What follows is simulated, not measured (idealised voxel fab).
Process module, titled voxel fin reveal
cross-section cut | 295 nm wide | cells 5 nm
Reading order for cross-sections: top band down to bottom band. Underlying form: a grid of square cells. Band size: one or more rows of cells. Top, bottom (nm), then materials left to right with widths (nm); lone material tagged "edge to edge" fills the whole band edge to edge; "air" = empty space. Counting heights begins at 0, where everything beneath is, in the wafer as received, one material. The lowest band has no bottom; it goes on downwards, as "0 and below" shows. With a width like "30 to 40", each row of cells in the band differs from the next by the same amount, the top row carrying the first number and the bottom row the second. Given "no modifications" for a step, no cell of the cross-section differs between before and after that step. Under "Enclosed cavity list" you'll find the enclosed gaps, the ones with no way out to the top, that are 8 cells or bigger; each reads width x height at distance, with distance counted from the left edge, everything in nm. Formally, on a step line, whatever follows the settings is a remark that the simulator itself makes on the step. Regarding "overlay nm": on a step with a mask, it is the distance the mask lay to the right of its planned place; a negative value places it to the left.

[Steps in the process plan]
- 1: RECEIVE, material Si
- 2: CONFORMAL_DEP, material SiN, thk nm 10
- 3: PATTERN, tone cover, mask id FINS, material resist, width nm 15, pitch nm 40, thk nm 20, overlay nm 0
- 4: DIRECTIONAL_ETCH, etch materials SiN, depth nm 10
- 5: DIRECTIONAL_ETCH, etch materials Si, depth nm 30
- 6: STRIP, etch materials resist
- 7: FILL_DEP, material SiO2, thk nm 5
- 8: CMP, height nm 10
- 9: SELECTIVE_ETCH, etch materials SiO2, depth nm 25
- 10: STRIP, etch materials SiN
- 11: CONFORMAL_DEP, material SiO2, thk nm 5

[Cross-section, incoming material, after step 1]
- 0 and below: Si edge to edge
- Enclosed cavity list: none

[Cross-section taken at module completion on the first of two wafers; processed per the plan]
- 5 down to 0: air: 95; SiO2: 25; air: 15; SiO2: 25; air: 15; SiO2: 25; air: 95
- 0 down to -10: air: 95; SiO2: 5; Si: 15; SiO2: 5; air: 15; SiO2: 5; Si: 15; SiO2: 5; air: 15; SiO2: 5; Si: 15; SiO2: 5; air: 95
- -10 down to -30: SiO2: 100; Si: 15; SiO2: 25; Si: 15; SiO2: 25; Si: 15; SiO2: 100
- -30 and below: Si edge to edge
- Enclosed cavity list: none

[Here is the second of the two wafers cut open at the end of the module - same start, same plan as the first one, but we made one mistake running it]
- 5 down to 0: air: 90; SiO2: 25; air: 15; SiO2: 25; air: 15; SiO2: 25; air: 100
- 0 down to -10: air: 90; SiO2: 5; Si: 15; SiO2: 5; air: 15; SiO2: 5; Si: 15; SiO2: 5; air: 15; SiO2: 5; Si: 15; SiO2: 5; air: 100
- -10 down to -30: SiO2: 95; Si: 15; SiO2: 25; Si: 15; SiO2: 25; Si: 15; SiO2: 105
- -30 and below: Si edge to edge
- Enclosed cavity list: none
What was done differently from what was planned? step 3 off recipe, ran as PATTERN, tone cover, mask id FINS, material resist, width nm 15, pitch nm 40, thk nm 20, overlay nm -5
In the final comparison it is observed that the number of cells assigned to each material is identical for the two wafers, whereas their placement is not.
